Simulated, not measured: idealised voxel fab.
Process module heading - voxel plated lines
Cross-sectional view cut (width: 210 nm; square cell size: 5 nm).
Cross-sections here: square-cell grids, written as top-down lists of bands, a band being one or more rows of cells. Per band: top height and bottom height in nm, followed by the left-to-right materials and their widths in nm; "throughout" marks a single material spanning edge to edge, "blank" marks empty space. Measure heights from 0. That's the level where, below it, the as-received wafer is all one material. The lowest band is bottomless and extends downward; write it as in "0..down". It should be noted that a width expressed as "30->40" varies in equal increments from row to row of cells within the band, taking the value of the first number at the top row and that of the second number at the bottom row. "no change" -> step changed no cross-section cell. You'll see "Internal closed voids" listing empty spaces that have no way open to the top, as long as they're 8 cells or more; the notation is width x height at distance, where the distance is from the left edge, and all of it is in nm. That trailing text on a step's line, after the settings, is the simulator's own remark on the step. A step's line can hold "overlay nm"; with a mask on that step, the setting says how far right of the planned place the mask lay, while a negative setting says it lay to the left.

Planned step list for the process:
step 1: RECEIVE,material Si
step 2: CONFORMAL_DEP,material SiN,thk nm 10
step 3: DIRECTIONAL_DEP,material TiN,thk nm 5
step 4: PATTERN,tone open,mask id LINES,material resist,width nm 20,pitch nm 45,thk nm 30,overlay nm 0
step 5: EPI,material Ru,thk nm 10
step 6: EPI,material Ru,thk nm 10
step 7: STRIP,etch materials resist
step 8: DIRECTIONAL_ETCH,etch materials TiN,depth nm 5
step 9: CONFORMAL_DEP,material SiCN,thk nm 5

Of two wafers, the first: run according to plan:

So this is the incoming wafer in cross-section - it's already been through step 1:
* 0..down  Si throughout
* Internal closed voids: none

After step 2: wafer cross-section:
* 10..0  SiN throughout
* No changes below 0.

After step 3: wafer cross-section:
* 15..10  TiN throughout
* No changes below 10.

After step 4: wafer cross-section:
* 45..15  resist 25, blank 20, resist 25, blank 20, resist 25, blank 20, resist 25, blank 20, resist 30
* No changes below 15.

After step 5: wafer cross-section:
* 45..25  resist 25, blank 20, resist 25, blank 20, resist 25, blank 20, resist 25, blank 20, resist 30
* 25..15  resist 25, Ru 20, resist 25, Ru 20, resist 25, Ru 20, resist 25, Ru 20, resist 30
* No changes below 15.

After step 6: wafer cross-section:
* 45..35  resist 25, blank 20, resist 25, blank 20, resist 25, blank 20, resist 25, blank 20, resist 30
* 35..15  resist 25, Ru 20, resist 25, Ru 20, resist 25, Ru 20, resist 25, Ru 20, resist 30
* No changes below 15.

After step 7: wafer cross-section:
* 35..15  blank 25, Ru 20, blank 25, Ru 20, blank 25, Ru 20, blank 25, Ru 20, blank 30
* No changes below 15.

After step 8: wafer cross-section:
* 35..15  blank 25, Ru 20, blank 25, Ru 20, blank 25, Ru 20, blank 25, Ru 20, blank 30
* 15..10  blank 25, TiN 20, blank 25, TiN 20, blank 25, TiN 20, blank 25, TiN 20, blank 30
* No changes below 10.

After step 9: wafer cross-section:
* 40..35  blank 20, SiCN 30, blank 15, SiCN 30, blank 15, SiCN 30, blank 15, SiCN 30, blank 25
* 35..15  blank 20, SiCN 5, Ru 20, SiCN 5, blank 15, SiCN 5, Ru 20, SiCN 5, blank 15, SiCN 5, Ru 20, SiCN 5, blank 15, SiCN 5, Ru 20, SiCN 5, blank 25
* 15..10  SiCN 25, TiN 20, SiCN 25, TiN 20, SiCN 25, TiN 20, SiCN 25, TiN 20, SiCN 30
* No changes below 10.

It is to be noted that the second wafer proceeded from the same initial state and according to the same plan as the first, although one mistake was committed in its execution; through step 8, inclusive, the two wafers share an identical history:

When step 9 should have ended:
* 40..35  blank 20, TiN 30, blank 15, TiN 30, blank 15, TiN 30, blank 15, TiN 30, blank 25
* 35..15  blank 20, TiN 5, Ru 20, TiN 5, blank 15, TiN 5, Ru 20, TiN 5, blank 15, TiN 5, Ru 20, TiN 5, blank 15, TiN 5, Ru 20, TiN 5, blank 25
* 15..10  TiN throughout
* No changes below 10.
Nonconformance to the process plan: step 9 off recipe, ran as CONFORMAL_DEP,material TiN,thk nm 5
End check, counted in cells, second wafer has more or fewer of these materials than the first: -82 SiCN, +82 TiN
